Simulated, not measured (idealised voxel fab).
Process module name: voxel air gaps
cross-section cut | 185 nm wide | cells 5 nm
The cross-sections in this document take the form of a grid made of square cells. They are written out as bands, in order from top to bottom. Each band consists of one or more rows of cells. What a band's entry tells you: where the top is and where the bottom is, as heights in nm, and after that what lies inside, material by material from left to right, each with its width in nm. Empty space is written as the word "empty", and a single material marked with the word "full width" occupies the band from edge to edge. Height is counted from the level 0, under which the received wafer is composed throughout of one material. The lowest of the bands is not closed at the bottom but continues downward, in the notation "0 and below". Width spec "30..40" -> top row of cells at first value, bottom row at second value, equal per-row change in between. "left unchanged" -> step changed no cross-section cell. You'll see "Non-vented voids" listing empty spaces that have no way open to the top, as long as they're 8 cells or more; the notation is width x height at distance, where the distance is from the left edge, and all of it is in nm. after a step's settings: what the simulator itself notes on the step. overlay nm, on a step with a mask: how far to the right of its planned place the mask lay; to the left if negative.

## The steps planned for the process are as follows
step 1: RECEIVE,material Si
step 2: CONFORMAL_DEP,material SiO2,thk nm 15
step 3: CONFORMAL_DEP,material SiCN,thk nm 5
step 4: DIRECTIONAL_DEP,material lowk,thk nm 40
step 5: DIRECTIONAL_DEP,material aC,thk nm 10
step 6: PATTERN,tone open,mask id LINES,material resist,width nm 20,pitch nm 45,thk nm 30,overlay nm 0
step 7: DIRECTIONAL_ETCH,etch materials aC,depth nm 10
step 8: STRIP,etch materials resist
step 9: DIRECTIONAL_ETCH,etch materials lowk,depth nm 40
step 10: STRIP,etch materials aC
step 11: CONFORMAL_DEP,material TiN,thk nm 5
step 12: FILL_DEP,material Cu,thk nm 10
step 13: CMP,height nm 60
step 14: EPI,material Ru,thk nm 10
step 15: SELECTIVE_ETCH,etch materials lowk,depth nm 50
step 16: CONFORMAL_DEP,material SiCN,thk nm 5

## So, the first of our two wafers, run just as we planned it

## This is the cross-section of the wafer as we received it, i.e. after step 1
* 0 and below  Si full width
* Non-vented voids: none

## How the wafer stands in section after step 2
* 15 down to 0  SiO2 full width
* Note: structure below 0 unchanged.

## How the wafer stands in section after step 3
* 20 down to 15  SiCN full width
* Note: structure below 15 unchanged.

## How the wafer stands in section after step 4
* 60 down to 20  lowk full width
* Note: structure below 20 unchanged.

## How the wafer stands in section after step 5
* 70 down to 60  aC full width
* Note: structure below 60 unchanged.

## How the wafer stands in section after step 6
* 100 down to 70  resist: 35 | empty: 20 | resist: 25 | empty: 20 | resist: 25 | empty: 20 | resist: 40
* Note: structure below 70 unchanged.

## How the wafer stands in section after step 7
* 90 down to 70  resist: 35 | empty: 20 | resist: 25 | empty: 20 | resist: 25 | empty: 20 | resist: 40
* 70 down to 60  aC: 35 | empty: 20 | aC: 25 | empty: 20 | aC: 25 | empty: 20 | aC: 40
* Note: structure below 60 unchanged.

## How the wafer stands in section after step 8
* 70 down to 60  aC: 35 | empty: 20 | aC: 25 | empty: 20 | aC: 25 | empty: 20 | aC: 40
* Note: structure below 60 unchanged.

## How the wafer stands in section after step 9
* 70 down to 60  aC: 35 | empty: 20 | aC: 25 | empty: 20 | aC: 25 | empty: 20 | aC: 40
* 60 down to 20  lowk: 35 | empty: 20 | lowk: 25 | empty: 20 | lowk: 25 | empty: 20 | lowk: 40
* Note: structure below 20 unchanged.

## How the wafer stands in section after step 10
* 60 down to 20  lowk: 35 | empty: 20 | lowk: 25 | empty: 20 | lowk: 25 | empty: 20 | lowk: 40
* Note: structure below 20 unchanged.

## How the wafer stands in section after step 11
* 65 down to 60  TiN: 40 | empty: 10 | TiN: 35 | empty: 10 | TiN: 35 | empty: 10 | TiN: 45
* 60 down to 25  lowk: 35 | TiN: 5 | empty: 10 | TiN: 5 | lowk: 25 | TiN: 5 | empty: 10 | TiN: 5 | lowk: 25 | TiN: 5 | empty: 10 | TiN: 5 | lowk: 40
* 25 down to 20  lowk: 35 | TiN: 20 | lowk: 25 | TiN: 20 | lowk: 25 | TiN: 20 | lowk: 40
* Note: structure below 20 unchanged.

## How the wafer stands in section after step 12
* 75 down to 65  Cu full width
* 65 down to 60  TiN: 40 | Cu: 10 | TiN: 35 | Cu: 10 | TiN: 35 | Cu: 10 | TiN: 45
* 60 down to 25  lowk: 35 | TiN: 5 | Cu: 10 | TiN: 5 | lowk: 25 | TiN: 5 | Cu: 10 | TiN: 5 | lowk: 25 | TiN: 5 | Cu: 10 | TiN: 5 | lowk: 40
* Note: structure below 25 unchanged.

## How the wafer stands in section after step 13
* 60 down to 25  lowk: 35 | TiN: 5 | Cu: 10 | TiN: 5 | lowk: 25 | TiN: 5 | Cu: 10 | TiN: 5 | lowk: 25 | TiN: 5 | Cu: 10 | TiN: 5 | lowk: 40
* Note: structure below 25 unchanged.

## How the wafer stands in section after step 14
* 70 down to 60  empty: 25 | Ru: 40 | empty: 5 | Ru: 40 | empty: 5 | Ru: 40 | empty: 30
* Note: structure below 60 unchanged.

## How the wafer stands in section after step 15
* 70 down to 60  empty: 25 | Ru: 40 | empty: 5 | Ru: 40 | empty: 5 | Ru: 40 | empty: 30
* 60 down to 25  empty: 35 | TiN: 5 | Cu: 10 | TiN: 5 | empty: 25 | TiN: 5 | Cu: 10 | TiN: 5 | empty: 25 | TiN: 5 | Cu: 10 | TiN: 5 | empty: 40
* 25 down to 20  empty: 35 | TiN: 20 | empty: 25 | TiN: 20 | empty: 25 | TiN: 20 | empty: 40
* Note: structure below 20 unchanged.

## How the wafer stands in section after step 16
* 75 down to 70  empty: 20 | SiCN: 140 | empty: 25
* 70 down to 60  empty: 20 | SiCN: 5 | Ru: 40 | SiCN: 5 | Ru: 40 | SiCN: 5 | Ru: 40 | SiCN: 5 | empty: 25
* 60 down to 55  empty: 20 | SiCN: 15 | TiN: 5 | Cu: 10 | TiN: 5 | SiCN: 25 | TiN: 5 | Cu: 10 | TiN: 5 | SiCN: 25 | TiN: 5 | Cu: 10 | TiN: 5 | SiCN: 15 | empty: 25
* 55 down to 25  empty: 30 | SiCN: 5 | TiN: 5 | Cu: 10 | TiN: 5 | SiCN: 5 | empty: 15 | SiCN: 5 | TiN: 5 | Cu: 10 | TiN: 5 | SiCN: 5 | empty: 15 | SiCN: 5 | TiN: 5 | Cu: 10 | TiN: 5 | SiCN: 5 | empty: 35
* 25 down to 20  SiCN: 35 | TiN: 20 | SiCN: 25 | TiN: 20 | SiCN: 25 | TiN: 20 | SiCN: 40
* Note: structure below 20 unchanged.
* Non-vented voids: 15 x 30 at 60; 15 x 30 at 105

## Second wafer, same starting state and plan as the first, one mistake in the run, identical through step 2

## when step 3 should have ended
* 55 down to 15  lowk full width
* Note: structure below 15 unchanged.

## when step 4 should have ended
* 60 down to 55  SiCN full width
* Note: structure below 55 unchanged.

## when step 5 should have ended
* 70 down to 60  aC full width
* Note: structure below 60 unchanged.

## when step 6 should have ended
* 100 down to 70  resist: 35 | empty: 20 | resist: 25 | empty: 20 | resist: 25 | empty: 20 | resist: 40
* Note: structure below 70 unchanged.

## when step 7 should have ended
* 90 down to 70  resist: 35 | empty: 20 | resist: 25 | empty: 20 | resist: 25 | empty: 20 | resist: 40
* 70 down to 60  aC: 35 | empty: 20 | aC: 25 | empty: 20 | aC: 25 | empty: 20 | aC: 40
* Note: structure below 60 unchanged.

## when step 8 should have ended
* 70 down to 60  aC: 35 | empty: 20 | aC: 25 | empty: 20 | aC: 25 | empty: 20 | aC: 40
* Note: structure below 60 unchanged.

when step 9 should have ended: left unchanged

## when step 10 should have ended
* 60 down to 55  SiCN full width
* Note: structure below 55 unchanged.

## when step 11 should have ended
* 65 down to 60  TiN full width
* Note: structure below 60 unchanged.

## when step 12 should have ended
* 75 down to 65  Cu full width
* Note: structure below 65 unchanged.

## when step 13 should have ended
* 60 down to 55  SiCN full width
* Note: structure below 55 unchanged.

when step 14 should have ended: left unchanged

when step 15 should have ended: left unchanged

## when step 16 should have ended
* 65 down to 55  SiCN full width
* Note: structure below 55 unchanged.
Plan not followed: mixed up steps 3 and 4 - ran each in the other's place
Final tally in cells, some materials are higher or lower on the second wafer than on the first: Cu -42; Ru -48; SiCN -76; TiN -54; lowk +296
End state: 2 closed voids on the first wafer, 0 on the second.
